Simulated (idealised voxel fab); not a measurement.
Process module in this document: voxel capacitor over wiring
Section shown: cut. Width: 240 nm. Cell size: 5 nm, square.
Cross-section, as written here: a square-cell grid given band by band from the top down, where a band holds one or more rows of cells.
The entry gives the band's vertical extent as a top height and a bottom height in nm, then its horizontal make-up as materials from left to right, each with a width in nm. "air" stands for empty space; a single material marked "throughout" fills the band edge to edge.
Ref level 0: as-received wafer is one material below here. Bottom band extends down with no lower bound ("z 0 and below").
Quick explanation for "30->40": the width changes in equal steps down the rows of cells, from the first number in the band's top row to the second number in its bottom row.
What does "no modifications" mean for a step? It means no cell of the cross-section changed in that step.
In the "Closed void inventory" entry, you get each enclosed empty space of 8 cells or more, one with no open way to the top, written width x height at distance, distance from the left edge, in nm.
Where a step's line continues beyond its settings, the continuation is a remark by the simulator itself on that step.
For masked steps, "overlay nm" on the step line gives how far right of plan the mask actually lay; a minus sign means it lay to the left.
INTENDED PROCESS STEPS
1: RECEIVE: material Si
2: CONFORMAL_DEP: material SiO2, thk nm 10
3: CONFORMAL_DEP: material SiN, thk nm 5
4: DIRECTIONAL_DEP: material SiO2, thk nm 15
5: PATTERN: tone open, mask id METAL_1, material resist, width nm 30, pitch nm 80, thk nm 15, overlay nm 0
6: DIRECTIONAL_ETCH: etch materials SiO2, depth nm 15
7: DIRECTIONAL_ETCH: etch materials SiN, depth nm 5
8: STRIP: etch materials resist
9: CONFORMAL_DEP: material TiN, thk nm 5
10: FILL_DEP: material Cu, thk nm 5
11: CMP: height nm 30
12: EPI: material Ru, thk nm 5
13: FILL_DEP: material SiCN, thk nm 5
14: DIRECTIONAL_DEP: material SiO2, thk nm 15
15: DIRECTIONAL_DEP: material aC, thk nm 15
16: PATTERN: tone open, mask id PLUG_1, material resist, width nm 15, thk nm 30, overlay nm 0
17: DIRECTIONAL_ETCH: etch materials aC, depth nm 15
18: STRIP: etch materials resist
19: DIRECTIONAL_ETCH: etch materials SiO2, depth nm 15
20: DIRECTIONAL_ETCH: etch materials SiCN, depth nm 5
21: STRIP: etch materials aC
22: CONFORMAL_DEP: material TiN, thk nm 5
23: FILL_DEP: material W, thk nm 10
24: CMP: height nm 55
25: DIRECTIONAL_DEP: material TiN, thk nm 10
26: DIRECTIONAL_DEP: material Al2O3, thk nm 5
27: DIRECTIONAL_DEP: material TiN, thk nm 5
28: MASKED_ETCH: tone cover, mask id UPPER_PLATE, width nm 55, etch materials TiN, depth nm 5, overlay nm 0
29: MASKED_ETCH: tone cover, mask id UPPER_PLATE, width nm 55, etch materials Al2O3, depth nm 5, overlay nm 0
30: MASKED_ETCH: tone cover, mask id LOWER_PLATE, width nm 65, etch materials TiN, depth nm 10, overlay nm 0
31: FILL_DEP: material SiO2, thk nm 20
32: CMP: height nm 90
33: DIRECTIONAL_DEP: material aC, thk nm 15
34: PATTERN: tone open, mask id PLUG_2, material resist, width nm 15, thk nm 35, overlay nm 0
35: DIRECTIONAL_ETCH: etch materials aC, depth nm 15
36: STRIP: etch materials resist
37: DIRECTIONAL_ETCH: etch materials SiO2, depth nm 15
38: STRIP: etch materials aC
39: CONFORMAL_DEP: material TiN, thk nm 5
40: FILL_DEP: material Ru, thk nm 5
41: CMP: height nm 90
42: CONFORMAL_DEP: material SiN, thk nm 5
FIRST OF TWO WAFERS, WITH THE RUN CARRIED OUT AS PLANNED
CROSS-SECTION: WAFER ON ARRIVAL = AFTER STEP 1
z 0 and below = Si throughout
Closed void inventory: none
HOW THE WAFER STANDS IN SECTION AFTER STEP 2
z 10 to 0 = SiO2 throughout
Anything lower than 0 is untouched.
HOW THE WAFER STANDS IN SECTION AFTER STEP 3
z 15 to 10 = SiN throughout
Anything lower than 10 is untouched.
HOW THE WAFER STANDS IN SECTION AFTER STEP 4
z 30 to 15 = SiO2 throughout
Anything lower than 15 is untouched.
HOW THE WAFER STANDS IN SECTION AFTER STEP 5
z 45 to 30 = resist 65 nm, air 30 nm, resist 50 nm, air 30 nm, resist 65 nm
Anything lower than 30 is untouched.
HOW THE WAFER STANDS IN SECTION AFTER STEP 6
z 45 to 30 = resist 65 nm, air 30 nm, resist 50 nm, air 30 nm, resist 65 nm
z 30 to 15 = SiO2 65 nm, air 30 nm, SiO2 50 nm, air 30 nm, SiO2 65 nm
Anything lower than 15 is untouched.
HOW THE WAFER STANDS IN SECTION AFTER STEP 7
z 45 to 30 = resist 65 nm, air 30 nm, resist 50 nm, air 30 nm, resist 65 nm
z 30 to 15 = SiO2 65 nm, air 30 nm, SiO2 50 nm, air 30 nm, SiO2 65 nm
z 15 to 10 = SiN 65 nm, air 30 nm, SiN 50 nm, air 30 nm, SiN 65 nm
Anything lower than 10 is untouched.
HOW THE WAFER STANDS IN SECTION AFTER STEP 8
z 30 to 15 = SiO2 65 nm, air 30 nm, SiO2 50 nm, air 30 nm, SiO2 65 nm
Anything lower than 15 is untouched.
HOW THE WAFER STANDS IN SECTION AFTER STEP 9
z 35 to 30 = TiN 70 nm, air 20 nm, TiN 60 nm, air 20 nm, TiN 70 nm
z 30 to 15 = SiO2 65 nm, TiN 5 nm, air 20 nm, TiN 5 nm, SiO2 50 nm, TiN 5 nm, air 20 nm, TiN 5 nm, SiO2 65 nm
z 15 to 10 = SiN 65 nm, TiN 30 nm, SiN 50 nm, TiN 30 nm, SiN 65 nm
Anything lower than 10 is untouched.
HOW THE WAFER STANDS IN SECTION AFTER STEP 10
z 40 to 35 = Cu throughout
z 35 to 30 = TiN 70 nm, Cu 20 nm, TiN 60 nm, Cu 20 nm, TiN 70 nm
z 30 to 15 = SiO2 65 nm, TiN 5 nm, Cu 20 nm, TiN 5 nm, SiO2 50 nm, TiN 5 nm, Cu 20 nm, TiN 5 nm, SiO2 65 nm
Anything lower than 15 is untouched.
HOW THE WAFER STANDS IN SECTION AFTER STEP 11
z 30 to 15 = SiO2 65 nm, TiN 5 nm, Cu 20 nm, TiN 5 nm, SiO2 50 nm, TiN 5 nm, Cu 20 nm, TiN 5 nm, SiO2 65 nm
Anything lower than 15 is untouched.
HOW THE WAFER STANDS IN SECTION AFTER STEP 12
z 35 to 30 = air 60 nm, Ru 40 nm, air 40 nm, Ru 40 nm, air 60 nm
Anything lower than 30 is untouched.
HOW THE WAFER STANDS IN SECTION AFTER STEP 13
z 40 to 35 = SiCN throughout
z 35 to 30 = SiCN 60 nm, Ru 40 nm, SiCN 40 nm, Ru 40 nm, SiCN 60 nm
Anything lower than 30 is untouched.
HOW THE WAFER STANDS IN SECTION AFTER STEP 14
z 55 to 40 = SiO2 throughout
Anything lower than 40 is untouched.
HOW THE WAFER STANDS IN SECTION AFTER STEP 15
z 70 to 55 = aC throughout
Anything lower than 55 is untouched.
HOW THE WAFER STANDS IN SECTION AFTER STEP 16
z 100 to 70 = resist 80 nm, air 15 nm, resist 145 nm
Anything lower than 70 is untouched.
HOW THE WAFER STANDS IN SECTION AFTER STEP 17
z 85 to 70 = resist 80 nm, air 15 nm, resist 145 nm
z 70 to 55 = aC 80 nm, air 15 nm, aC 145 nm
Anything lower than 55 is untouched.
HOW THE WAFER STANDS IN SECTION AFTER STEP 18
z 70 to 55 = aC 80 nm, air 15 nm, aC 145 nm
Anything lower than 55 is untouched.
HOW THE WAFER STANDS IN SECTION AFTER STEP 19
z 70 to 55 = aC 80 nm, air 15 nm, aC 145 nm
z 55 to 40 = SiO2 80 nm, air 15 nm, SiO2 145 nm
Anything lower than 40 is untouched.
HOW THE WAFER STANDS IN SECTION AFTER STEP 20
z 70 to 55 = aC 80 nm, air 15 nm, aC 145 nm
z 55 to 40 = SiO2 80 nm, air 15 nm, SiO2 145 nm
z 40 to 35 = SiCN 80 nm, air 15 nm, SiCN 145 nm
Anything lower than 35 is untouched.
HOW THE WAFER STANDS IN SECTION AFTER STEP 21
z 55 to 40 = SiO2 80 nm, air 15 nm, SiO2 145 nm
Anything lower than 40 is untouched.
HOW THE WAFER STANDS IN SECTION AFTER STEP 22
z 60 to 55 = TiN 85 nm, air 5 nm, TiN 150 nm
z 55 to 40 = SiO2 80 nm, TiN 5 nm, air 5 nm, TiN 5 nm, SiO2 145 nm
z 40 to 35 = SiCN 80 nm, TiN 15 nm, SiCN 145 nm
Anything lower than 35 is untouched.
HOW THE WAFER STANDS IN SECTION AFTER STEP 23
z 70 to 60 = W throughout
z 60 to 55 = TiN 85 nm, W 5 nm, TiN 150 nm
z 55 to 40 = SiO2 80 nm, TiN 5 nm, W 5 nm, TiN 5 nm, SiO2 145 nm
Anything lower than 40 is untouched.
HOW THE WAFER STANDS IN SECTION AFTER STEP 24
z 55 to 40 = SiO2 80 nm, TiN 5 nm, W 5 nm, TiN 5 nm, SiO2 145 nm
Anything lower than 40 is untouched.
HOW THE WAFER STANDS IN SECTION AFTER STEP 25
z 65 to 55 = TiN throughout
Anything lower than 55 is untouched.
HOW THE WAFER STANDS IN SECTION AFTER STEP 26
z 70 to 65 = Al2O3 throughout
Anything lower than 65 is untouched.
HOW THE WAFER STANDS IN SECTION AFTER STEP 27
z 75 to 70 = TiN throughout
Anything lower than 70 is untouched.
HOW THE WAFER STANDS IN SECTION AFTER STEP 28
z 75 to 70 = air 80 nm, TiN 55 nm, air 105 nm
Anything lower than 70 is untouched.
HOW THE WAFER STANDS IN SECTION AFTER STEP 29
z 75 to 70 = air 80 nm, TiN 55 nm, air 105 nm
z 70 to 65 = air 80 nm, Al2O3 55 nm, air 105 nm
Anything lower than 65 is untouched.
HOW THE WAFER STANDS IN SECTION AFTER STEP 30
z 75 to 70 = air 80 nm, TiN 55 nm, air 105 nm
z 70 to 65 = air 80 nm, Al2O3 55 nm, air 105 nm
z 65 to 55 = air 75 nm, TiN 65 nm, air 100 nm
Anything lower than 55 is untouched.
HOW THE WAFER STANDS IN SECTION AFTER STEP 31
z 95 to 75 = SiO2 throughout
z 75 to 70 = SiO2 80 nm, TiN 55 nm, SiO2 105 nm
z 70 to 65 = SiO2 80 nm, Al2O3 55 nm, SiO2 105 nm
z 65 to 55 = SiO2 75 nm, TiN 65 nm, SiO2 100 nm
Anything lower than 55 is untouched.
HOW THE WAFER STANDS IN SECTION AFTER STEP 32
z 90 to 75 = SiO2 throughout
Anything lower than 75 is untouched.
HOW THE WAFER STANDS IN SECTION AFTER STEP 33
z 105 to 90 = aC throughout
Anything lower than 90 is untouched.
HOW THE WAFER STANDS IN SECTION AFTER STEP 34
z 140 to 105 = resist 90 nm, air 15 nm, resist 135 nm
Anything lower than 105 is untouched.
HOW THE WAFER STANDS IN SECTION AFTER STEP 35
z 125 to 105 = resist 90 nm, air 15 nm, resist 135 nm
z 105 to 90 = aC 90 nm, air 15 nm, aC 135 nm
Anything lower than 90 is untouched.
HOW THE WAFER STANDS IN SECTION AFTER STEP 36
z 105 to 90 = aC 90 nm, air 15 nm, aC 135 nm
Anything lower than 90 is untouched.
HOW THE WAFER STANDS IN SECTION AFTER STEP 37
z 105 to 90 = aC 90 nm, air 15 nm, aC 135 nm
z 90 to 75 = SiO2 90 nm, air 15 nm, SiO2 135 nm
Anything lower than 75 is untouched.
HOW THE WAFER STANDS IN SECTION AFTER STEP 38
z 90 to 75 = SiO2 90 nm, air 15 nm, SiO2 135 nm
Anything lower than 75 is untouched.
HOW THE WAFER STANDS IN SECTION AFTER STEP 39
z 95 to 90 = TiN 95 nm, air 5 nm, TiN 140 nm
z 90 to 80 = SiO2 90 nm, TiN 5 nm, air 5 nm, TiN 5 nm, SiO2 135 nm
z 80 to 70 = SiO2 90->80 nm, TiN 15->55 nm, SiO2 135->105 nm
Anything lower than 70 is untouched.
HOW THE WAFER STANDS IN SECTION AFTER STEP 40
z 100 to 95 = Ru throughout
z 95 to 90 = TiN 95 nm, Ru 5 nm, TiN 140 nm
z 90 to 80 = SiO2 90 nm, TiN 5 nm, Ru 5 nm, TiN 5 nm, SiO2 135 nm
Anything lower than 80 is untouched.
HOW THE WAFER STANDS IN SECTION AFTER STEP 41
z 90 to 80 = SiO2 90 nm, TiN 5 nm, Ru 5 nm, TiN 5 nm, SiO2 135 nm
Anything lower than 80 is untouched.
HOW THE WAFER STANDS IN SECTION AFTER STEP 42
z 95 to 90 = SiN throughout
Anything lower than 90 is untouched.
REGARDING THE SECOND OF THE TWO WAFERS: IT SHARED THE FIRST WAFER'S STARTING CONDITION AND PROCESS PLAN, YET ONE ERROR OCCURRED DURING ITS EXECUTION. ITS HISTORY COINCIDES WITH THAT OF THE FIRST WAFER UP TO AND INCLUDING STEP 15
SECOND WAFER AT THE PLANNED FINISH OF STEP 16, SEEN IN CROSS-SECTION
z 100 to 70 = resist 80 nm, air 20 nm, resist 140 nm
Anything lower than 70 is untouched.
SECOND WAFER AT THE PLANNED FINISH OF STEP 17, SEEN IN CROSS-SECTION
z 85 to 70 = resist 80 nm, air 20 nm, resist 140 nm
z 70 to 55 = aC 80 nm, air 20 nm, aC 140 nm
Anything lower than 55 is untouched.
SECOND WAFER AT THE PLANNED FINISH OF STEP 18, SEEN IN CROSS-SECTION
z 70 to 55 = aC 80 nm, air 20 nm, aC 140 nm
Anything lower than 55 is untouched.
SECOND WAFER AT THE PLANNED FINISH OF STEP 19, SEEN IN CROSS-SECTION
z 70 to 55 = aC 80 nm, air 20 nm, aC 140 nm
z 55 to 40 = SiO2 80 nm, air 20 nm, SiO2 140 nm
Anything lower than 40 is untouched.
SECOND WAFER AT THE PLANNED FINISH OF STEP 20, SEEN IN CROSS-SECTION
z 70 to 55 = aC 80 nm, air 20 nm, aC 140 nm
z 55 to 40 = SiO2 80 nm, air 20 nm, SiO2 140 nm
z 40 to 35 = SiCN 80 nm, air 20 nm, SiCN 140 nm
Anything lower than 35 is untouched.
SECOND WAFER AT THE PLANNED FINISH OF STEP 21, SEEN IN CROSS-SECTION
z 55 to 40 = SiO2 80 nm, air 20 nm, SiO2 140 nm
Anything lower than 40 is untouched.
SECOND WAFER AT THE PLANNED FINISH OF STEP 22, SEEN IN CROSS-SECTION
z 60 to 55 = TiN 85 nm, air 10 nm, TiN 145 nm
z 55 to 40 = SiO2 80 nm, TiN 5 nm, air 10 nm, TiN 5 nm, SiO2 140 nm
z 40 to 35 = SiCN 80 nm, TiN 20 nm, SiCN 140 nm
Anything lower than 35 is untouched.
SECOND WAFER AT THE PLANNED FINISH OF STEP 23, SEEN IN CROSS-SECTION
z 70 to 60 = W throughout
z 60 to 55 = TiN 85 nm, W 10 nm, TiN 145 nm
z 55 to 40 = SiO2 80 nm, TiN 5 nm, W 10 nm, TiN 5 nm, SiO2 140 nm
Anything lower than 40 is untouched.
SECOND WAFER AT THE PLANNED FINISH OF STEP 24, SEEN IN CROSS-SECTION
z 55 to 40 = SiO2 80 nm, TiN 5 nm, W 10 nm, TiN 5 nm, SiO2 140 nm
Anything lower than 40 is untouched.
SECOND WAFER AT THE PLANNED FINISH OF STEP 25, SEEN IN CROSS-SECTION
z 65 to 55 = TiN throughout
Anything lower than 55 is untouched.
SECOND WAFER AT THE PLANNED FINISH OF STEP 26, SEEN IN CROSS-SECTION
z 70 to 65 = Al2O3 throughout
Anything lower than 65 is untouched.
SECOND WAFER AT THE PLANNED FINISH OF STEP 27, SEEN IN CROSS-SECTION
z 75 to 70 = TiN throughout
Anything lower than 70 is untouched.
SECOND WAFER AT THE PLANNED FINISH OF STEP 28, SEEN IN CROSS-SECTION
z 75 to 70 = air 80 nm, TiN 55 nm, air 105 nm
Anything lower than 70 is untouched.
SECOND WAFER AT THE PLANNED FINISH OF STEP 29, SEEN IN CROSS-SECTION
z 75 to 70 = air 80 nm, TiN 55 nm, air 105 nm
z 70 to 65 = air 80 nm, Al2O3 55 nm, air 105 nm
Anything lower than 65 is untouched.
SECOND WAFER AT THE PLANNED FINISH OF STEP 30, SEEN IN CROSS-SECTION
z 75 to 70 = air 80 nm, TiN 55 nm, air 105 nm
z 70 to 65 = air 80 nm, Al2O3 55 nm, air 105 nm
z 65 to 55 = air 75 nm, TiN 65 nm, air 100 nm
Anything lower than 55 is untouched.
SECOND WAFER AT THE PLANNED FINISH OF STEP 31, SEEN IN CROSS-SECTION
z 95 to 75 = SiO2 throughout
z 75 to 70 = SiO2 80 nm, TiN 55 nm, SiO2 105 nm
z 70 to 65 = SiO2 80 nm, Al2O3 55 nm, SiO2 105 nm
z 65 to 55 = SiO2 75 nm, TiN 65 nm, SiO2 100 nm
Anything lower than 55 is untouched.
SECOND WAFER AT THE PLANNED FINISH OF STEP 32, SEEN IN CROSS-SECTION
z 90 to 75 = SiO2 throughout
Anything lower than 75 is untouched.
SECOND WAFER AT THE PLANNED FINISH OF STEP 33, SEEN IN CROSS-SECTION
z 105 to 90 = aC throughout
Anything lower than 90 is untouched.
SECOND WAFER AT THE PLANNED FINISH OF STEP 34, SEEN IN CROSS-SECTION
z 140 to 105 = resist 90 nm, air 15 nm, resist 135 nm
Anything lower than 105 is untouched.
SECOND WAFER AT THE PLANNED FINISH OF STEP 35, SEEN IN CROSS-SECTION
z 125 to 105 = resist 90 nm, air 15 nm, resist 135 nm
z 105 to 90 = aC 90 nm, air 15 nm, aC 135 nm
Anything lower than 90 is untouched.
SECOND WAFER AT THE PLANNED FINISH OF STEP 36, SEEN IN CROSS-SECTION
z 105 to 90 = aC 90 nm, air 15 nm, aC 135 nm
Anything lower than 90 is untouched.
SECOND WAFER AT THE PLANNED FINISH OF STEP 37, SEEN IN CROSS-SECTION
z 105 to 90 = aC 90 nm, air 15 nm, aC 135 nm
z 90 to 75 = SiO2 90 nm, air 15 nm, SiO2 135 nm
Anything lower than 75 is untouched.
SECOND WAFER AT THE PLANNED FINISH OF STEP 38, SEEN IN CROSS-SECTION
z 90 to 75 = SiO2 90 nm, air 15 nm, SiO2 135 nm
Anything lower than 75 is untouched.
SECOND WAFER AT THE PLANNED FINISH OF STEP 39, SEEN IN CROSS-SECTION
z 95 to 90 = TiN 95 nm, air 5 nm, TiN 140 nm
z 90 to 80 = SiO2 90 nm, TiN 5 nm, air 5 nm, TiN 5 nm, SiO2 135 nm
z 80 to 70 = SiO2 90->80 nm, TiN 15->55 nm, SiO2 135->105 nm
Anything lower than 70 is untouched.
SECOND WAFER AT THE PLANNED FINISH OF STEP 40, SEEN IN CROSS-SECTION
z 100 to 95 = Ru throughout
z 95 to 90 = TiN 95 nm, Ru 5 nm, TiN 140 nm
z 90 to 80 = SiO2 90 nm, TiN 5 nm, Ru 5 nm, TiN 5 nm, SiO2 135 nm
Anything lower than 80 is untouched.
SECOND WAFER AT THE PLANNED FINISH OF STEP 41, SEEN IN CROSS-SECTION
z 90 to 80 = SiO2 90 nm, TiN 5 nm, Ru 5 nm, TiN 5 nm, SiO2 135 nm
Anything lower than 80 is untouched.
SECOND WAFER AT THE PLANNED FINISH OF STEP 42, SEEN IN CROSS-SECTION
z 95 to 90 = SiN throughout
Anything lower than 90 is untouched.
What was the processing mistake? not per plan at step 16, really ran PATTERN: tone open, mask id PLUG_1, material resist, width nm 20, thk nm 30, overlay nm 0
Looking at both finished wafers in cells, the second ends up ahead of or behind the first on some materials: SiCN -1; SiO2 -3; TiN +1; W +3
